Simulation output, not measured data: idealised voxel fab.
process module | voxel trench capacitor
cross-section cut | 265 nm wide | cells 5 nm
A cross-section is a grid of square cells, given in bands from the top down. A band is one or more rows of cells.
Each band's line starts with the height of the band's top and of its bottom, in nm. Then come its materials from left to right, each with its width in nm. One material with "throughout" fills the band from edge to edge. "air" is empty space.
Height 0 is the level under which the wafer as received is all one material. The lowest band goes on downwards, as in "0 down".
A width such as "30 to 40" changes by the same amount from each row of cells to the next, from the band's top row to its bottom row.
"no change" after a step means that no cell of the cross-section changed.
closed voids: empty space of 8 cells or more with no open way to the top, each as width x height at its distance from the left edge, in nm
after a step's settings: what the simulator itself notes on the step
overlay nm, on a step with a mask: how far to the right of its planned place the mask lay; to the left if negative
plan
1 op RECEIVE | material Si
2 op CONFORMAL_DEP | material SiN | thk nm 5
3 op DIRECTIONAL_DEP | material aC | thk nm 15
4 op PATTERN | tone open | mask id TRENCH | material resist | width nm 25 | pitch nm 55 | thk nm 35 | overlay nm 0
5 op DIRECTIONAL_ETCH | etch materials aC | depth nm 15
6 op STRIP | etch materials resist
7 op DIRECTIONAL_ETCH | etch materials SiN | depth nm 5
8 op DIRECTIONAL_ETCH | etch materials Si | depth nm 40
9 op STRIP | etch materials aC
10 op CONFORMAL_DEP | material HfO2 | thk nm 5
11 op CONFORMAL_DEP | material TiN | thk nm 5
12 op FILL_DEP | material W | thk nm 5
13 op CMP | height nm 5
as received, after step 1
  0 down: Si throughout
  closed voids: none
a wafer at the end: this start, this plan, one mistake
  20 to 15: W throughout
  15 to 10: TiN 45 | W 5 | TiN 50 | W 5 | TiN 50 | W 5 | TiN 50 | W 5 | TiN 50
  10 to 5: HfO2 40 | TiN 5 | W 5 | TiN 5 | HfO2 40 | TiN 5 | W 5 | TiN 5 | HfO2 40 | TiN 5 | W 5 | TiN 5 | HfO2 40 | TiN 5 | W 5 | TiN 5 | HfO2 45
  5 to 0: SiN 35 | HfO2 5 | TiN 5 | W 5 | TiN 5 | HfO2 5 | SiN 30 | HfO2 5 | TiN 5 | W 5 | TiN 5 | HfO2 5 | SiN 30 | HfO2 5 | TiN 5 | W 5 | TiN 5 | HfO2 5 | SiN 30 | HfO2 5 | TiN 5 | W 5 | TiN 5 | HfO2 5 | SiN 40
  0 to -30: Si 35 | HfO2 5 | TiN 5 | W 5 | TiN 5 | HfO2 5 | Si 30 | HfO2 5 | TiN 5 | W 5 | TiN 5 | HfO2 5 | Si 30 | HfO2 5 | TiN 5 | W 5 | TiN 5 | HfO2 5 | Si 30 | HfO2 5 | TiN 5 | W 5 | TiN 5 | HfO2 5 | Si 40
  -30 to -35: Si 35 | HfO2 5 | TiN 15 | HfO2 5 | Si 30 | HfO2 5 | TiN 15 | HfO2 5 | Si 30 | HfO2 5 | TiN 15 | HfO2 5 | Si 30 | HfO2 5 | TiN 15 | HfO2 5 | Si 40
  -35 to -40: Si 35 | HfO2 25 | Si 30 | HfO2 25 | Si 30 | HfO2 25 | Si 30 | HfO2 25 | Si 40
  -40 down: Si throughout
  closed voids: none
what went wrong: step 13 was left out
